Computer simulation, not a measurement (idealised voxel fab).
You're looking at the process module voxel gate over fins.
This is section cut - it's 255 nm across, gridded in 5 nm square cells.
Cross-section format: a grid of square cells, given as bands from top to bottom; each band is one or more rows of cells.
For a band, the entry starts with two heights in nm, that of the top and then that of the bottom, and carries on with the band's materials in order from left to right, each alongside its width in nm; the word "full width" beside a single material means it fills the band edge to edge, and "air" means empty space.
The reference from which all heights are counted is 0, the level beneath which the as-received wafer is entirely one material; the lowest band, having no lower bound, proceeds downward and is written after the example "top 0, no bottom".
Per-row width for "30 to 40": begins at first number (top row of band), ends at second number (bottom row), increment between rows held constant.
"nothing was modified" for a step: no cell of the cross-section changed in that step.
Entrapped voids: empty space of 8 cells or more with no open way to the top, each as width x height at its distance from the left edge, in nm
Formally, on a step line, whatever follows the settings is a remark that the simulator itself makes on the step.
Among the settings permitted on a step's line is "overlay nm"; applied to a step with a mask, it specifies the extent to which the mask lay to the right of its planned position, whereas a negative figure signifies a position to the left.

# The following list gives the planned process steps
1. RECEIVE with material Si
2. CONFORMAL_DEP with material SiN, thk nm 10
3. PATTERN with tone cover, mask id FINS, material resist, width nm 15, pitch nm 35, thk nm 15, overlay nm 0
4. DIRECTIONAL_ETCH with etch materials SiN, depth nm 10
5. DIRECTIONAL_ETCH with etch materials Si, depth nm 30
6. STRIP with etch materials resist
7. FILL_DEP with material SiO2, thk nm 5
8. CMP with height nm 10
9. SELECTIVE_ETCH with etch materials SiO2, depth nm 25
10. STRIP with etch materials SiN
11. CONFORMAL_DEP with material HfO2, thk nm 5
12. CONFORMAL_DEP with material TiN, thk nm 5
13. CONFORMAL_DEP with material TiAl, thk nm 5
14. CONFORMAL_DEP with material TiN, thk nm 5
15. FILL_DEP with material W, thk nm 15
16. CMP with height nm 30
17. CONFORMAL_DEP with material SiN, thk nm 10

# as received, after step 1
top 0, no bottom = Si full width
Entrapped voids: none

# Below is the wafer in cross-section after the module was completed. It began from the starting point shown above and followed the plan shown above, except that one mistake was made while running it
top 40, bottom 30 = SiN full width
top 30, bottom 20 = W full width
top 20, bottom 15 = W 45 | TiN 160 | W 50
top 15, bottom 10 = W 45 | TiN 5 | TiAl 150 | TiN 5 | W 50
top 10, bottom 5 = W 45 | TiN 5 | TiAl 5 | TiN 140 | TiAl 5 | TiN 5 | W 50
top 5, bottom 0 = TiN 50 | TiAl 5 | TiN 5 | HfO2 25 | TiN 10 | HfO2 25 | TiN 10 | HfO2 25 | TiN 10 | HfO2 25 | TiN 5 | TiAl 5 | TiN 55
top 0, bottom -5 = TiAl 55 | TiN 5 | HfO2 5 | Si 15 | HfO2 5 | TiN 10 | HfO2 5 | Si 15 | HfO2 5 | TiN 10 | HfO2 5 | Si 15 | HfO2 5 | TiN 10 | HfO2 5 | Si 15 | HfO2 5 | TiN 5 | TiAl 60
top -5, bottom -10 = TiN 60 | HfO2 5 | Si 15 | HfO2 5 | TiN 10 | HfO2 5 | Si 15 | HfO2 5 | TiN 10 | HfO2 5 | Si 15 | HfO2 5 | TiN 10 | HfO2 5 | Si 15 | HfO2 5 | TiN 65
top -10, bottom -15 = HfO2 65 | Si 15 | HfO2 20 | Si 15 | HfO2 20 | Si 15 | HfO2 20 | Si 15 | HfO2 70
top -15, bottom -20 = SiO2 65 | Si 15 | SiO2 20 | Si 15 | SiO2 20 | Si 15 | SiO2 20 | Si 15 | SiO2 70
top -20, no bottom = Si full width
Entrapped voids: none
What went wrong in running the wafer? off-plan run, step 5, actual operation and settings DIRECTIONAL_ETCH with etch materials Si, depth nm 20
